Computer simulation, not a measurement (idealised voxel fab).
Title: Process Module voxel gate over fins
The width of the displayed cross-section, cut, is 275 nm; its cells are square, with a size of 5 nm.
For the purposes of this document, a cross-section shall be understood as a grid of square cells, specified as bands listed in top-to-bottom order, each band consisting of one or more rows of cells. Heights first: top, then bottom, in nm. Then materials, left to right, each with a width in nm. "everywhere" on a single material: fills the band edge to edge. "empty": empty space. The reference from which all heights are counted is 0, the level beneath which the as-received wafer is entirely one material; the lowest band, having no lower bound, proceeds downward and is written after the example "top 0, no bottom". The two numbers in a width such as "30->40" mark its ends across the band: the first belongs to the top row of cells, the second to the bottom row, and from each row to the next the width moves by the same amount. A step reported as "nothing changed" is a step in which no cell of the cross-section changed. "Enclosed voids" specifies each empty space that is not open to the top and that occupies no fewer than 8 cells, using the form width x height at distance, the distance measured from the left edge and all three quantities in nm. Where a step's line continues beyond its settings, the continuation is a remark by the simulator itself on that step. The optional step-line setting "overlay nm" applies to steps with a mask and quantifies how far to the right of its planned location the mask lay, a negative value indicating leftward placement.
**The process steps that were planned are listed below**
1: RECEIVE,material Si
2: CONFORMAL_DEP,material SiN,thk nm 10
3: MASKED_ETCH,tone cover,mask id FINS,width nm 15,pitch nm 55,etch materials SiN,depth nm 10,overlay nm 0
4: MASKED_ETCH,tone cover,mask id FINS,width nm 15,pitch nm 55,etch materials Si,depth nm 35,overlay nm 0
5: FILL_DEP,material SiO2,thk nm 10
6: CMP,height nm 10
7: PATTERN,tone open,mask id RAIL,material resist,width nm 15,thk nm 15,overlay nm 0
8: DIRECTIONAL_ETCH,etch materials SiO2,depth nm 40
9: STRIP,etch materials resist
10: CONFORMAL_DEP,material TiN,thk nm 5
11: FILL_DEP,material W,thk nm 10
12: CMP,height nm 10
13: SELECTIVE_ETCH,etch materials W Ru TiN,depth nm 30
14: FILL_DEP,material SiO2,thk nm 5
15: CMP,height nm 10
16: SELECTIVE_ETCH,etch materials SiO2,depth nm 25
17: STRIP,etch materials SiN
18: CONFORMAL_DEP,material HfO2,thk nm 5
19: CONFORMAL_DEP,material TiN,thk nm 5
20: CONFORMAL_DEP,material TiAl,thk nm 5
21: CONFORMAL_DEP,material TiN,thk nm 5
22: FILL_DEP,material W,thk nm 10
23: CMP,height nm 25
24: CONFORMAL_DEP,material SiN,thk nm 10
**Wafer cross-section on receipt, i.e. after step 1**
* top 0, no bottom: Si everywhere
* Enclosed voids: none
**Module complete, cross-section. Starting point and plan per above. One mistake made in running the module**
* top 35, bottom 25: SiN everywhere
* top 25, bottom 20: W everywhere
* top 20, bottom 15: 80 of W; 110 of TiN; 85 of W
* top 15, bottom 10: 80 of W; 5 of TiN; 45 of TiAl; 10 of TiN; 45 of TiAl; 5 of TiN; 85 of W
* top 10, bottom 5: 80 of W; 5 of TiN; 5 of TiAl; 35 of TiN; 5 of TiAl; 10 of TiN; 5 of TiAl; 35 of TiN; 5 of TiAl; 5 of TiN; 85 of W
* top 5, bottom 0: 85 of TiN; 5 of TiAl; 5 of TiN; 25 of HfO2; 5 of TiN; 5 of TiAl; 10 of TiN; 5 of TiAl; 5 of TiN; 25 of HfO2; 5 of TiN; 5 of TiAl; 90 of TiN
* top 0, bottom -5: 90 of TiAl; 5 of TiN; 5 of HfO2; 15 of Si; 5 of HfO2; 5 of TiN; 5 of TiAl; 10 of TiN; 5 of TiAl; 5 of TiN; 5 of HfO2; 15 of Si; 5 of HfO2; 5 of TiN; 95 of TiAl
* top -5, bottom -10: 85 of TiN; 5 of TiAl; 5 of TiN; 5 of HfO2; 15 of Si; 5 of HfO2; 5 of TiN; 20 of TiAl; 5 of TiN; 5 of HfO2; 15 of Si; 5 of HfO2; 5 of TiN; 5 of TiAl; 90 of TiN
* top -10, bottom -15: 80 of HfO2; 5 of TiN; 5 of TiAl; 5 of TiN; 5 of HfO2; 15 of Si; 5 of HfO2; 30 of TiN; 5 of HfO2; 15 of Si; 5 of HfO2; 5 of TiN; 5 of TiAl; 5 of TiN; 85 of HfO2
* top -15, bottom -20: 75 of SiO2; 5 of HfO2; 15 of TiN; 5 of HfO2; 15 of Si; 30 of HfO2; 5 of TiN; 5 of HfO2; 15 of Si; 5 of HfO2; 15 of TiN; 5 of HfO2; 80 of SiO2
* top -20, bottom -25: 75 of SiO2; 25 of HfO2; 15 of Si; 10 of HfO2; 5 of TiN; 5 of W; 5 of TiN; 15 of HfO2; 15 of Si; 25 of HfO2; 80 of SiO2
* top -25, bottom -30: 100 of SiO2; 15 of Si; 10 of SiO2; 15 of TiN; 15 of SiO2; 15 of Si; 105 of SiO2
* top -30, bottom -35: 100 of SiO2; 15 of Si; 40 of SiO2; 15 of Si; 105 of SiO2
* top -35, no bottom: Si everywhere
* Enclosed voids: none
Plan not followed: order of steps 16 and 17 inverted relative to the plan
